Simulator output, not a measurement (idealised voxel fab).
This section sets out a process module, namely voxel local oxidation.
Displayed cross-section: cut, width of 235 nm, square cells sized 5 nm.
When this document writes out a cross-section, it uses a grid of square cells and lists it as bands, beginning at the top and moving down, with a band standing for one or more rows of cells.
Top height, bottom height, nm. Materials left to right, width each, nm. Single material + "full width" = fills band edge to edge. "air" = empty.
A quick word on heights: they are counted from 0, and under that level the wafer as it came to us is one material throughout. The lowest band is different from the rest in having no bottom; it simply continues downward, written as in "0 -> down".
The two numbers in a width such as "30 to 40" mark its ends across the band: the first belongs to the top row of cells, the second to the bottom row, and from each row to the next the width moves by the same amount.
No cell of the cross-section changed in a step that is given as "all unchanged".
Enclosed voids (no open way to top), threshold 8 cells or more, entry "Enclosed void list", notation width x height at distance, distance from left edge, nm.
If you see something after the settings on a step's line, that's the simulator's own remark about that step.
"overlay nm", when on a step's line for a step with a mask, measures how far to the right of its planned place the mask lay; a negative measure means to the left.
-- Process steps foreseen in the plan
1 op RECEIVE | material Si
2 op OXIDIZE | depth nm 5
3 op CONFORMAL_DEP | material SiN | thk nm 15
4 op MASKED_ETCH | tone cover | mask id ACTIVE | width nm 110 | etch materials SiN | depth nm 15 | overlay nm -15
5 op SELECTIVE_ETCH | etch materials SiO2 | depth nm 5
6 op OXIDIZE | depth nm 10
7 op STRIP | etch materials SiN
Split variable: overlay nm, step 4. Plan value = first wafer. Wafers start alike.
-- Cross-section, first of several wafers, as delivered after step 1
* 0 -> down: Si full width
* Enclosed void list: none
-- First wafer of several, cross-section, module end, after step 7 (last)
* 0 -> -5: air=50 / SiO2=100 / air=85
* -5 -> -15: SiO2=60 / Si=80 / SiO2=95
* -15 -> down: Si full width
* Enclosed void list: none
-- Sectional view of the last wafer upon completion of the module
* 0 -> -5: air=80 / SiO2=100 / air=55
* -5 -> -15: SiO2=90 / Si=80 / SiO2=65
* -15 -> down: Si full width
* Enclosed void list: none
-- So in this table every wafer gets its own row, and what you see is where it stands at the end of the module: for each material, how many cells it picked up (+) or gave up (-) since we received it, and after that its closed voids
overlay nm -15, -109 Si, +82 SiO2, Enclosed void list: none
overlay nm -10, -109 Si, +82 SiO2, Enclosed void list: none
overlay nm -5, -109 Si, +82 SiO2, Enclosed void list: none
overlay nm 0, -109 Si, +82 SiO2, Enclosed void list: none
overlay nm 5, -109 Si, +82 SiO2, Enclosed void list: none
overlay nm 10, -109 Si, +82 SiO2, Enclosed void list: none
overlay nm 15, -109 Si, +82 SiO2, Enclosed void list: none
